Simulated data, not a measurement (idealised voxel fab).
process module | voxel ribs on slabs
cross-section cut | 275 nm wide | cells 5 nm
A cross-section is a grid of square cells, given in bands from the top down. A band is one or more rows of cells.
Each band's line starts with the height of the band's top and of its bottom, in nm. Then come its materials from left to right, each with its width in nm. One material with "throughout" fills the band from edge to edge. "air" is empty space.
Height 0 is the level under which the wafer as received is all one material. The lowest band goes on downwards, as in "0 down".
A width such as "30 to 40" changes by the same amount from each row of cells to the next, from the band's top row to its bottom row.
"no change" after a step means that no cell of the cross-section changed.
closed voids: empty space of 8 cells or more with no open way to the top, each as width x height at its distance from the left edge, in nm
after a step's settings: what the simulator itself notes on the step
overlay nm, on a step with a mask: how far to the right of its planned place the mask lay; to the left if negative
plan
1 op RECEIVE | material Si
2 op DIRECTIONAL_DEP | material SiO2 | thk nm 25
3 op DIRECTIONAL_DEP | material SiN | thk nm 15
4 op MASKED_ETCH | tone cover | mask id RIB | width nm 25 | etch materials SiN | depth nm 5 | overlay nm 0
5 op DIRECTIONAL_DEP | material aC | thk nm 15
6 op PATTERN | tone cover | mask id SLAB | material resist | width nm 55 | thk nm 35 | overlay nm 0
7 op DIRECTIONAL_ETCH | etch materials aC | depth nm 15
8 op STRIP | etch materials resist
9 op DIRECTIONAL_ETCH | etch materials SiN | depth nm 10
10 op STRIP | etch materials aC
11 op FILL_DEP | material SiO2 | thk nm 15
12 op CMP | height nm 50
13 op DIRECTIONAL_DEP | material W | thk nm 10
14 op PATTERN | tone cover | mask id HEATER | material resist | width nm 35 | thk nm 20 | overlay nm 0
15 op DIRECTIONAL_ETCH | etch materials W | depth nm 10
16 op STRIP | etch materials resist
17 op CONFORMAL_DEP | material SiN | thk nm 10
first wafer, as planned
as received, after step 1
  0 down: Si throughout
  closed voids: none
after step 2
  25 to 0: SiO2 throughout
  below 0: unchanged
after step 3
  40 to 25: SiN throughout
  below 25: unchanged
after step 4
  40 to 35: air 125 | SiN 25 | air 125
  below 35: unchanged
after step 5
  55 to 50: air 125 | aC 25 | air 125
  50 to 40: aC throughout
  40 to 35: aC 125 | SiN 25 | aC 125
  below 35: unchanged
after step 6
  90 to 55: air 110 | resist 55 | air 110
  55 to 50: air 110 | resist 15 | aC 25 | resist 15 | air 110
  below 50: unchanged
after step 7
  75 to 55: air 110 | resist 55 | air 110
  55 to 50: air 110 | resist 15 | aC 25 | resist 15 | air 110
  50 to 40: air 110 | aC 55 | air 110
  40 to 35: air 110 | aC 15 | SiN 25 | aC 15 | air 110
  below 35: unchanged
after step 8
  55 to 50: air 125 | aC 25 | air 125
  below 50: unchanged
after step 9
  55 to 50: air 125 | aC 25 | air 125
  50 to 40: air 110 | aC 55 | air 110
  40 to 35: air 110 | aC 15 | SiN 25 | aC 15 | air 110
  35 to 25: air 110 | SiN 55 | air 110
  below 25: unchanged
after step 10
  40 to 35: air 125 | SiN 25 | air 125
  below 35: unchanged
after step 11
  55 to 40: SiO2 throughout
  40 to 35: SiO2 125 | SiN 25 | SiO2 125
  35 to 25: SiO2 110 | SiN 55 | SiO2 110
  below 25: unchanged
after step 12
  50 to 40: SiO2 throughout
  below 40: unchanged
after step 13
  60 to 50: W throughout
  below 50: unchanged
after step 14
  80 to 60: air 120 | resist 35 | air 120
  below 60: unchanged
after step 15
  80 to 60: air 120 | resist 35 | air 120
  60 to 50: air 120 | W 35 | air 120
  below 50: unchanged
after step 16
  60 to 50: air 120 | W 35 | air 120
  below 50: unchanged
after step 17
  70 to 60: air 110 | SiN 55 | air 110
  60 to 50: SiN 120 | W 35 | SiN 120
  below 50: unchanged
second wafer: like start, like plan, one mistake. Through step 3 it matches the first wafer
when step 4 should have ended
  40 to 35: SiN 125 | air 25 | SiN 125
  below 35: unchanged
when step 5 should have ended
  55 to 50: aC 125 | air 25 | aC 125
  50 to 40: aC throughout
  40 to 35: SiN 125 | aC 25 | SiN 125
  below 35: unchanged
when step 6 should have ended
  90 to 55: air 110 | resist 55 | air 110
  55 to 50: aC 125 | resist 25 | aC 125
  below 50: unchanged
when step 7 should have ended
  75 to 55: air 110 | resist 55 | air 110
  55 to 50: air 110 | aC 15 | resist 25 | aC 15 | air 110
  50 to 40: air 110 | aC 55 | air 110
  below 40: unchanged
when step 8 should have ended
  55 to 50: air 110 | aC 15 | air 25 | aC 15 | air 110
  below 50: unchanged
when step 9 should have ended
  55 to 50: air 110 | aC 15 | air 25 | aC 15 | air 110
  50 to 40: air 110 | aC 55 | air 110
  40 to 35: air 110 | SiN 15 | aC 25 | SiN 15 | air 110
  35 to 30: air 110 | SiN 55 | air 110
  below 30: unchanged
when step 10 should have ended
  40 to 35: air 110 | SiN 15 | air 25 | SiN 15 | air 110
  below 35: unchanged
when step 11 should have ended
  55 to 40: SiO2 throughout
  40 to 35: SiO2 110 | SiN 15 | SiO2 25 | SiN 15 | SiO2 110
  35 to 30: SiO2 110 | SiN 55 | SiO2 110
  below 30: unchanged
when step 12 should have ended
  50 to 40: SiO2 throughout
  below 40: unchanged
when step 13 should have ended
  60 to 50: W throughout
  below 50: unchanged
when step 14 should have ended
  80 to 60: air 120 | resist 35 | air 120
  below 60: unchanged
when step 15 should have ended
  80 to 60: air 120 | resist 35 | air 120
  60 to 50: air 120 | W 35 | air 120
  below 50: unchanged
when step 16 should have ended
  60 to 50: air 120 | W 35 | air 120
  below 50: unchanged
when step 17 should have ended
  70 to 60: air 110 | SiN 55 | air 110
  60 to 50: SiN 120 | W 35 | SiN 120
  below 50: unchanged
what went wrong: step 4 ran as: op MASKED_ETCH | tone open | mask id RIB | width nm 25 | etch materials SiN | depth nm 5 | overlay nm 0
at the end the second wafer has, in cells: 45 more of SiN | 45 fewer of SiO2
